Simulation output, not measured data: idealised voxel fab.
The process module that follows is named voxel gate over fins.
Each square cell in cross-section cut measures 5 nm, and the section as a whole is 145 nm wide.
Throughout this document, each cross-section is represented as a grid of square cells and is presented as a sequence of bands enumerated from the top downward, where a band comprises one or more rows of cells.
Top height, bottom height, nm. Materials left to right, width each, nm. Single material + "everywhere" = fills band edge to edge. "air" = empty.
Below 0: as-received wafer, all one material; heights counted from there. Lowest band: no bottom, goes on down, written "from 0 down".
With a width like "30->40", each row of cells in the band differs from the next by the same amount, the top row carrying the first number and the bottom row the second.
"nothing different" (step): cross-section cells unchanged, all of them.
So "Voids, sealed" is basically the list of trapped voids: any empty space of 8 cells or more that can't reach the top through an opening. They're written width x height at distance, the distance being from the left edge, and it's all nm.
What comes after the settings on a step's line is commentary from the simulator itself on that step.
overlay nm: right-of-plan distance of the mask on a masked step; negative values mean left-of-plan.

# List of planned process steps
step 1: RECEIVE, material Si
step 2: CONFORMAL_DEP, material SiN, thk nm 10
step 3: DIRECTIONAL_DEP, material aC, thk nm 15
step 4: PATTERN, tone cover, mask id FINS, material resist, width nm 15, pitch nm 40, thk nm 35, overlay nm 0
step 5: DIRECTIONAL_ETCH, etch materials aC, depth nm 15
step 6: STRIP, etch materials resist
step 7: DIRECTIONAL_ETCH, etch materials SiN, depth nm 10
step 8: DIRECTIONAL_ETCH, etch materials Si, depth nm 30
step 9: STRIP, etch materials aC
step 10: OXIDIZE, depth nm 5
step 11: FILL_DEP, material SiO2, thk nm 10
step 12: CMP, height nm 10
step 13: SELECTIVE_ETCH, etch materials SiO2, depth nm 25
step 14: STRIP, etch materials SiN
step 15: CONFORMAL_DEP, material HfO2, thk nm 5
step 16: CONFORMAL_DEP, material TiN, thk nm 5
step 17: FILL_DEP, material W, thk nm 10
step 18: CMP, height nm 15
step 19: CONFORMAL_DEP, material SiN, thk nm 5

# First wafer of two (run as planned)

# Shown in cross-section is the wafer as received, that is, as it stands after step 1
    from 0 down  Si everywhere
    Voids, sealed: none

# So this is the wafer cross-section right after step 2
    from 10 to 0  SiN everywhere
    Heights below 0 show no change.

# So this is the wafer cross-section right after step 3
    from 25 to 10  aC everywhere
    Heights below 10 show no change.

# So this is the wafer cross-section right after step 4
    from 60 to 25  air (25) | resist (15) | air (25) | resist (15) | air (25) | resist (15) | air (25)
    Heights below 25 show no change.

# So this is the wafer cross-section right after step 5
    from 45 to 25  air (25) | resist (15) | air (25) | resist (15) | air (25) | resist (15) | air (25)
    from 25 to 10  air (25) | aC (15) | air (25) | aC (15) | air (25) | aC (15) | air (25)
    Heights below 10 show no change.

# So this is the wafer cross-section right after step 6
    from 25 to 10  air (25) | aC (15) | air (25) | aC (15) | air (25) | aC (15) | air (25)
    Heights below 10 show no change.

# So this is the wafer cross-section right after step 7
    from 25 to 10  air (25) | aC (15) | air (25) | aC (15) | air (25) | aC (15) | air (25)
    from 10 to 0  air (25) | SiN (15) | air (25) | SiN (15) | air (25) | SiN (15) | air (25)
    Heights below 0 show no change.

# So this is the wafer cross-section right after step 8
    from 25 to 10  air (25) | aC (15) | air (25) | aC (15) | air (25) | aC (15) | air (25)
    from 10 to 0  air (25) | SiN (15) | air (25) | SiN (15) | air (25) | SiN (15) | air (25)
    from 0 to -30  air (25) | Si (15) | air (25) | Si (15) | air (25) | Si (15) | air (25)
    Heights below -30 show no change.

# So this is the wafer cross-section right after step 9
    from 10 to 0  air (25) | SiN (15) | air (25) | SiN (15) | air (25) | SiN (15) | air (25)
    Heights below 0 show no change.

# So this is the wafer cross-section right after step 10
    from 10 to 0  air (25) | SiN (15) | air (25) | SiN (15) | air (25) | SiN (15) | air (25)
    from 0 to -30  air (25) | SiO2 (5) | Si (5) | SiO2 (5) | air (25) | SiO2 (5) | Si (5) | SiO2 (5) | air (25) | SiO2 (5) | Si (5) | SiO2 (5) | air (25)
    from -30 to -35  SiO2 (30) | Si (5) | SiO2 (35) | Si (5) | SiO2 (35) | Si (5) | SiO2 (30)
    Heights below -35 show no change.

# So this is the wafer cross-section right after step 11
    from 20 to 10  SiO2 everywhere
    from 10 to 0  SiO2 (25) | SiN (15) | SiO2 (25) | SiN (15) | SiO2 (25) | SiN (15) | SiO2 (25)
    from 0 to -35  SiO2 (30) | Si (5) | SiO2 (35) | Si (5) | SiO2 (35) | Si (5) | SiO2 (30)
    Heights below -35 show no change.

# So this is the wafer cross-section right after step 12
    from 10 to 0  SiO2 (25) | SiN (15) | SiO2 (25) | SiN (15) | SiO2 (25) | SiN (15) | SiO2 (25)
    Heights below 0 show no change.

# So this is the wafer cross-section right after step 13
    from 10 to 0  air (25) | SiN (15) | air (25) | SiN (15) | air (25) | SiN (15) | air (25)
    from 0 to -15  air (30) | Si (5) | air (35) | Si (5) | air (35) | Si (5) | air (30)
    Heights below -15 show no change.

# So this is the wafer cross-section right after step 14
    from 0 to -15  air (30) | Si (5) | air (35) | Si (5) | air (35) | Si (5) | air (30)
    Heights below -15 show no change.

# So this is the wafer cross-section right after step 15
    from 5 to 0  air (25) | HfO2 (15) | air (25) | HfO2 (15) | air (25) | HfO2 (15) | air (25)
    from 0 to -10  air (25) | HfO2 (5) | Si (5) | HfO2 (5) | air (25) | HfO2 (5) | Si (5) | HfO2 (5) | air (25) | HfO2 (5) | Si (5) | HfO2 (5) | air (25)
    from -10 to -15  HfO2 (30) | Si (5) | HfO2 (35) | Si (5) | HfO2 (35) | Si (5) | HfO2 (30)
    Heights below -15 show no change.

# So this is the wafer cross-section right after step 16
    from 10 to 5  air (20) | TiN (25) | air (15) | TiN (25) | air (15) | TiN (25) | air (20)
    from 5 to 0  air (20) | TiN (5) | HfO2 (15) | TiN (5) | air (15) | TiN (5) | HfO2 (15) | TiN (5) | air (15) | TiN (5) | HfO2 (15) | TiN (5) | air (20)
    from 0 to -5  air (20) | TiN (5) | HfO2 (5) | Si (5) | HfO2 (5) | TiN (5) | air (15) | TiN (5) | HfO2 (5) | Si (5) | HfO2 (5) | TiN (5) | air (15) | TiN (5) | HfO2 (5) | Si (5) | HfO2 (5) | TiN (5) | air (20)
    from -5 to -10  TiN (25) | HfO2 (5) | Si (5) | HfO2 (5) | TiN (25) | HfO2 (5) | Si (5) | HfO2 (5) | TiN (25) | HfO2 (5) | Si (5) | HfO2 (5) | TiN (25)
    Heights below -10 show no change.

# So this is the wafer cross-section right after step 17
    from 20 to 10  W everywhere
    from 10 to 5  W (20) | TiN (25) | W (15) | TiN (25) | W (15) | TiN (25) | W (20)
    from 5 to 0  W (20) | TiN (5) | HfO2 (15) | TiN (5) | W (15) | TiN (5) | HfO2 (15) | TiN (5) | W (15) | TiN (5) | HfO2 (15) | TiN (5) | W (20)
    from 0 to -5  W (20) | TiN (5) | HfO2 (5) | Si (5) | HfO2 (5) | TiN (5) | W (15) | TiN (5) | HfO2 (5) | Si (5) | HfO2 (5) | TiN (5) | W (15) | TiN (5) | HfO2 (5) | Si (5) | HfO2 (5) | TiN (5) | W (20)
    Heights below -5 show no change.

# So this is the wafer cross-section right after step 18
    from 15 to 10  W everywhere
    Heights below 10 show no change.

# So this is the wafer cross-section right after step 19
    from 20 to 15  SiN everywhere
    Heights below 15 show no change.

# Wafer two: like wafer one in start and plan, but with one mistake in execution; identical up to and including step 3

# Second wafer, sectioned view, at step 4's planned end time
    from 60 to 25  air (15) | resist (15) | air (25) | resist (15) | air (25) | resist (15) | air (35)
    Heights below 25 show no change.

# Second wafer, sectioned view, at step 5's planned end time
    from 45 to 25  air (15) | resist (15) | air (25) | resist (15) | air (25) | resist (15) | air (35)
    from 25 to 10  air (15) | aC (15) | air (25) | aC (15) | air (25) | aC (15) | air (35)
    Heights below 10 show no change.

# Second wafer, sectioned view, at step 6's planned end time
    from 25 to 10  air (15) | aC (15) | air (25) | aC (15) | air (25) | aC (15) | air (35)
    Heights below 10 show no change.

# Second wafer, sectioned view, at step 7's planned end time
    from 25 to 10  air (15) | aC (15) | air (25) | aC (15) | air (25) | aC (15) | air (35)
    from 10 to 0  air (15) | SiN (15) | air (25) | SiN (15) | air (25) | SiN (15) | air (35)
    Heights below 0 show no change.

# Second wafer, sectioned view, at step 8's planned end time
    from 25 to 10  air (15) | aC (15) | air (25) | aC (15) | air (25) | aC (15) | air (35)
    from 10 to 0  air (15) | SiN (15) | air (25) | SiN (15) | air (25) | SiN (15) | air (35)
    from 0 to -30  air (15) | Si (15) | air (25) | Si (15) | air (25) | Si (15) | air (35)
    Heights below -30 show no change.

# Second wafer, sectioned view, at step 9's planned end time
    from 10 to 0  air (15) | SiN (15) | air (25) | SiN (15) | air (25) | SiN (15) | air (35)
    Heights below 0 show no change.

# Second wafer, sectioned view, at step 10's planned end time
    from 10 to 0  air (15) | SiN (15) | air (25) | SiN (15) | air (25) | SiN (15) | air (35)
    from 0 to -30  air (15) | SiO2 (5) | Si (5) | SiO2 (5) | air (25) | SiO2 (5) | Si (5) | SiO2 (5) | air (25) | SiO2 (5) | Si (5) | SiO2 (5) | air (35)
    from -30 to -35  SiO2 (20) | Si (5) | SiO2 (35) | Si (5) | SiO2 (35) | Si (5) | SiO2 (40)
    Heights below -35 show no change.

# Second wafer, sectioned view, at step 11's planned end time
    from 20 to 10  SiO2 everywhere
    from 10 to 0  SiO2 (15) | SiN (15) | SiO2 (25) | SiN (15) | SiO2 (25) | SiN (15) | SiO2 (35)
    from 0 to -35  SiO2 (20) | Si (5) | SiO2 (35) | Si (5) | SiO2 (35) | Si (5) | SiO2 (40)
    Heights below -35 show no change.

# Second wafer, sectioned view, at step 12's planned end time
    from 10 to 0  SiO2 (15) | SiN (15) | SiO2 (25) | SiN (15) | SiO2 (25) | SiN (15) | SiO2 (35)
    Heights below 0 show no change.

# Second wafer, sectioned view, at step 13's planned end time
    from 10 to 0  air (15) | SiN (15) | air (25) | SiN (15) | air (25) | SiN (15) | air (35)
    from 0 to -15  air (20) | Si (5) | air (35) | Si (5) | air (35) | Si (5) | air (40)
    Heights below -15 show no change.

# Second wafer, sectioned view, at step 14's planned end time
    from 0 to -15  air (20) | Si (5) | air (35) | Si (5) | air (35) | Si (5) | air (40)
    Heights below -15 show no change.

# Second wafer, sectioned view, at step 15's planned end time
    from 5 to 0  air (15) | HfO2 (15) | air (25) | HfO2 (15) | air (25) | HfO2 (15) | air (35)
    from 0 to -10  air (15) | HfO2 (5) | Si (5) | HfO2 (5) | air (25) | HfO2 (5) | Si (5) | HfO2 (5) | air (25) | HfO2 (5) | Si (5) | HfO2 (5) | air (35)
    from -10 to -15  HfO2 (20) | Si (5) | HfO2 (35) | Si (5) | HfO2 (35) | Si (5) | HfO2 (40)
    Heights below -15 show no change.

# Second wafer, sectioned view, at step 16's planned end time
    from 10 to 5  air (10) | TiN (25) | air (15) | TiN (25) | air (15) | TiN (25) | air (30)
    from 5 to 0  air (10) | TiN (5) | HfO2 (15) | TiN (5) | air (15) | TiN (5) | HfO2 (15) | TiN (5) | air (15) | TiN (5) | HfO2 (15) | TiN (5) | air (30)
    from 0 to -5  air (10) | TiN (5) | HfO2 (5) | Si (5) | HfO2 (5) | TiN (5) | air (15) | TiN (5) | HfO2 (5) | Si (5) | HfO2 (5) | TiN (5) | air (15) | TiN (5) | HfO2 (5) | Si (5) | HfO2 (5) | TiN (5) | air (30)
    from -5 to -10  TiN (15) | HfO2 (5) | Si (5) | HfO2 (5) | TiN (25) | HfO2 (5) | Si (5) | HfO2 (5) | TiN (25) | HfO2 (5) | Si (5) | HfO2 (5) | TiN (35)
    Heights below -10 show no change.

# Second wafer, sectioned view, at step 17's planned end time
    from 20 to 10  W everywhere
    from 10 to 5  W (10) | TiN (25) | W (15) | TiN (25) | W (15) | TiN (25) | W (30)
    from 5 to 0  W (10) | TiN (5) | HfO2 (15) | TiN (5) | W (15) | TiN (5) | HfO2 (15) | TiN (5) | W (15) | TiN (5) | HfO2 (15) | TiN (5) | W (30)
    from 0 to -5  W (10) | TiN (5) | HfO2 (5) | Si (5) | HfO2 (5) | TiN (5) | W (15) | TiN (5) | HfO2 (5) | Si (5) | HfO2 (5) | TiN (5) | W (15) | TiN (5) | HfO2 (5) | Si (5) | HfO2 (5) | TiN (5) | W (30)
    Heights below -5 show no change.

# Second wafer, sectioned view, at step 18's planned end time
    from 15 to 10  W everywhere
    Heights below 10 show no change.

# Second wafer, sectioned view, at step 19's planned end time
    from 20 to 15  SiN everywhere
    Heights below 15 show no change.
Finding, execution versus plan: step 4 was processed under conditions differing from the plan, specifically as PATTERN, tone cover, mask id FINS, material resist, width nm 15, pitch nm 40, thk nm 35, overlay nm -10
So at the finish, the second wafer's got exactly as many cells of each material as the first, just not in the same spots.
